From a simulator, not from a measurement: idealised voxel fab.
The name of this process module is voxel self aligned contacts.
FYI the section here is cut, 300 nm wide, cells are 5 nm squares.
A cross-section is a grid of square cells, given in bands from the top down. A band is one or more rows of cells. Heads up on the band format: heights come first, top then bottom, in nm. After that it's the materials left to right, each with its width in nm. A single material flagged "everywhere" fills the whole band edge to edge, and "blank" means there's empty space there. Where do heights start? At 0: under that level the wafer as delivered is made of one material only. And the lowest band has no floor; it just carries on downward, as in "0 and below". With a width like "30..40", each row of cells in the band differs from the next by the same amount, the top row carrying the first number and the bottom row the second. A step reported as "nothing changed" is a step in which no cell of the cross-section changed. Listed in "Closed internal cavities": every empty space of 8 or more cells without an open way to the top. Form: width x height at distance, the distance being from the left edge, all in nm. Formally, on a step line, whatever follows the settings is a remark that the simulator itself makes on the step. The optional step-line setting "overlay nm" applies to steps with a mask and quantifies how far to the right of its planned location the mask lay, a negative value indicating leftward placement.

Planned step list for the process
- 1: RECEIVE with material Si
- 2: CONFORMAL_DEP with material SiO2, thk nm 5
- 3: DIRECTIONAL_DEP with material polySi, thk nm 25
- 4: DIRECTIONAL_DEP with material SiN, thk nm 20
- 5: DIRECTIONAL_DEP with material aC, thk nm 5
- 6: PATTERN with tone cover, mask id GATE, material resist, width nm 25, pitch nm 55, thk nm 30, overlay nm 0
- 7: DIRECTIONAL_ETCH with etch materials aC, depth nm 10
- 8: STRIP with etch materials resist
- 9: DIRECTIONAL_ETCH with etch materials SiN, depth nm 20
- 10: DIRECTIONAL_ETCH with etch materials polySi, depth nm 25
- 11: STRIP with etch materials aC
- 12: CONFORMAL_DEP with material SiN, thk nm 5
- 13: DIRECTIONAL_ETCH with etch materials SiN, depth nm 5
- 14: FILL_DEP with material SiO2, thk nm 10
- 15: CMP with height nm 55
- 16: MASKED_ETCH with tone open, mask id CONTACT, width nm 40, pitch nm 55, etch materials SiO2, depth nm 55, overlay nm 0
- 17: CONFORMAL_DEP with material TiN, thk nm 5
- 18: FILL_DEP with material W, thk nm 5
- 19: CMP with height nm 55
- 20: CONFORMAL_DEP with material SiCN, thk nm 5
Wafer-to-wafer difference: thk nm, step 5. Common start. Plan = first wafer's value.

As-received state after step 1, first of several wafers, cross-section
0 and below: Si everywhere
Closed internal cavities: none

Here is how to read the rows: every wafer has a row, and it shows the wafer at the end of the module, giving for each material how many cells were gained (+) or lost (-) since the wafer was received, then listing its closed voids
thk nm 5; +60 SiCN; +114 SiN; +375 SiO2; +56 TiN; +40 W; +75 polySi; Closed internal cavities: none
thk nm 10; +60 SiCN; +114 SiN; +375 SiO2; +56 TiN; +40 W; +75 polySi; Closed internal cavities: none
thk nm 15; +60 SiCN; +240 SiN; +104 SiO2; +16 TiN; +300 polySi; Closed internal cavities: none
thk nm 20; +60 SiCN; +240 SiN; +104 SiO2; +16 TiN; +300 polySi; Closed internal cavities: none
thk nm 25; +60 SiCN; +240 SiN; +104 SiO2; +16 TiN; +300 polySi; Closed internal cavities: none
